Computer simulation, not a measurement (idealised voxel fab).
This is a process module. Its name is voxel quadruple lines.
Each square cell in cross-section cut measures 5 nm, and the section as a whole is 170 nm wide.
Each cross-section below is a grid of square cells, stated as bands in top-down order, with one or more rows of cells making up each band.
First you get the band's top height and its bottom height, in nm, and then the materials it's made of, left to right, with each width in nm. If you see a single material with "edge to edge", that one covers the band edge to edge. "blank" is empty space.
The reference from which all heights are counted is 0, the level beneath which the as-received wafer is entirely one material; the lowest band, having no lower bound, proceeds downward and is written after the example "0 and below".
Per-row width for "30->40": begins at first number (top row of band), ends at second number (bottom row), increment between rows held constant.
A step reported as "everything unchanged" is a step in which no cell of the cross-section changed.
"Closed empty spaces" contains a list of empty spaces, each no smaller than 8 cells and without an open way to the top, written in the form width x height at distance with the distance from the left edge and all three in nm.
Past the settings on a step's line: simulator remark, on that step.
"overlay nm" answers the question of how far to the right of plan the mask lay on a step that has a mask, and when it is negative the answer is to the left.

Planned process steps
| 1 | RECEIVE (material Si) |
| 2 | CONFORMAL_DEP (material Al2O3; thk nm 5) |
| 3 | DIRECTIONAL_DEP (material W; thk nm 10) |
| 4 | DIRECTIONAL_DEP (material polySi; thk nm 15) |
| 5 | DIRECTIONAL_DEP (material aC; thk nm 20) |
| 6 | PATTERN (tone cover; mask id MANDREL; material resist; width nm 20; pitch nm 60; thk nm 30; overlay nm 0) |
| 7 | DIRECTIONAL_ETCH (etch materials aC; depth nm 20) |
| 8 | STRIP (etch materials resist) |
| 9 | CONFORMAL_DEP (material SiO2; thk nm 10) |
| 10 | DIRECTIONAL_ETCH (etch materials SiO2; depth nm 10) |
| 11 | STRIP (etch materials aC) |
| 12 | DIRECTIONAL_ETCH (etch materials polySi; depth nm 15) |
| 13 | STRIP (etch materials SiO2) |
| 14 | CONFORMAL_DEP (material SiCN; thk nm 5) |
| 15 | DIRECTIONAL_ETCH (etch materials SiCN; depth nm 5) |
| 16 | STRIP (etch materials polySi) |
| 17 | DIRECTIONAL_ETCH (etch materials W; depth nm 10) |
| 18 | STRIP (etch materials SiCN) |
| 19 | FILL_DEP (material SiO2; thk nm 10) |
| 20 | CMP (height nm 15) |

As-received wafer cross-section (after step 1)
* 0 and below | Si edge to edge
* Closed empty spaces: none

The first of the two wafers as seen in cross-section once the module was finished; processing followed the plan
* 15 down to 5 | SiO2 30 nm  W 5 nm  SiO2 10 nm  W 5 nm  SiO2 10 nm  W 5 nm  SiO2 10 nm  W 5 nm  SiO2 10 nm  W 5 nm  SiO2 10 nm  W 5 nm  SiO2 10 nm  W 5 nm  SiO2 10 nm  W 5 nm  SiO2 30 nm
* 5 down to 0 | Al2O3 edge to edge
* 0 and below | Si edge to edge
* Closed empty spaces: none

Here's the second of our two wafers sectioned at module end. Same start as the first, same plan, but one mistake got made running it
* 15 down to 5 | SiO2 35 nm  W 5 nm  SiO2 10 nm  W 5 nm  SiO2 5 nm  W 5 nm  SiO2 10 nm  W 5 nm  SiO2 15 nm  W 5 nm  SiO2 10 nm  W 5 nm  SiO2 5 nm  W 5 nm  SiO2 10 nm  W 5 nm  SiO2 30 nm
* 5 down to 0 | Al2O3 edge to edge
* 0 and below | Si edge to edge
* Closed empty spaces: none
It is concluded that the wafer was processed incorrectly with respect to the plan, in that rather than as planned, step 6 actually ran as PATTERN (tone cover; mask id MANDREL; material resist; width nm 15; pitch nm 60; thk nm 30; overlay nm 0)
Both wafers, final: cells per material equal; arrangement not.
